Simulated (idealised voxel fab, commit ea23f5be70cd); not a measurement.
The name of this process module is voxel released beams.
Xsec cut, 230 nm wide, square cell size 5 nm.
Throughout this document, each cross-section is represented as a grid of square cells and is presented as a sequence of bands enumerated from the top downward, where a band comprises one or more rows of cells. Per band: top height and bottom height in nm, followed by the left-to-right materials and their widths in nm; "everywhere" marks a single material spanning edge to edge, "empty" marks empty space. Measure heights from 0. That's the level where, below it, the as-received wafer is all one material. The lowest band is bottomless and extends downward; write it as in "top 0, no bottom". So if you see something like "30 to 40" for the width, read it as the top row of the band sitting at the first number and the bottom row at the second, with every row in between moving by the same amount as the last. Where a step carries "remained unchanged", the cross-section came out of it unchanged, cell for cell. Closed empty spaces (no open way to the top) of 8 cells or more are what "Closed void list" lists, each as width x height at distance from the left edge, nm for all three. What comes after the settings on a step's line is commentary from the simulator itself on that step. "overlay nm" answers the question of how far to the right of plan the mask lay on a step that has a mask, and when it is negative the answer is to the left.

# The planned process steps are enumerated hereunder
- 1: RECEIVE [material Si]
- 2: CONFORMAL_DEP [material SiN] [thk nm 5]
- 3: DIRECTIONAL_DEP [material SiO2] [thk nm 20]
- 4: DIRECTIONAL_DEP [material aC] [thk nm 10]
- 5: PATTERN [tone open] [mask id ANCHOR] [material resist] [width nm 25] [thk nm 30] [overlay nm 0]
- 6: DIRECTIONAL_ETCH [etch materials aC] [depth nm 10]
- 7: STRIP [etch materials resist]
- 8: DIRECTIONAL_ETCH [etch materials SiO2] [depth nm 20]
- 9: STRIP [etch materials aC]
- 10: CONFORMAL_DEP [material polySi] [thk nm 10]
- 11: DIRECTIONAL_DEP [material aC] [thk nm 15]
- 12: PATTERN [tone cover] [mask id BEAM] [material resist] [width nm 110] [thk nm 30] [overlay nm 0]
- 13: DIRECTIONAL_ETCH [etch materials aC] [depth nm 15]
- 14: STRIP [etch materials resist]
- 15: DIRECTIONAL_ETCH [etch materials polySi] [depth nm 10]
- 16: STRIP [etch materials aC]
- 17: STRIP [etch materials SiO2]

# Cross-section of the wafer upon arrival, representing the state reached after step 1
  top 0, no bottom = Si everywhere
  Closed void list: none

# Module complete - cross-section of the first of two wafers, run according to plan
  top 35, bottom 25 = empty 55 nm | polySi 15 nm | empty 5 nm | polySi 90 nm | empty 65 nm
  top 25, bottom 15 = empty 60 nm | polySi 10 nm | empty 5 nm | polySi 10 nm | empty 145 nm
  top 15, bottom 5 = empty 60 nm | polySi 25 nm | empty 145 nm
  top 5, bottom 0 = SiN everywhere
  top 0, no bottom = Si everywhere
  Closed void list: none

# End of module, second wafer, cross-section. Started like the first, planned like the first, run with one mistake
  top 35, bottom 25 = empty 55 nm | polySi 15 nm | empty 10 nm | polySi 85 nm | empty 65 nm
  top 25, bottom 15 = empty 60 nm | polySi 10 nm | empty 10 nm | polySi 10 nm | empty 140 nm
  top 15, bottom 5 = empty 60 nm | polySi 30 nm | empty 140 nm
  top 5, bottom 0 = SiN everywhere
  top 0, no bottom = Si everywhere
  Closed void list: none
Processing error: step 5 off recipe, ran as PATTERN [tone open] [mask id ANCHOR] [material resist] [width nm 30] [thk nm 30] [overlay nm 0]
So at the finish, the second wafer's got exactly as many cells of each material as the first, just not in the same spots.
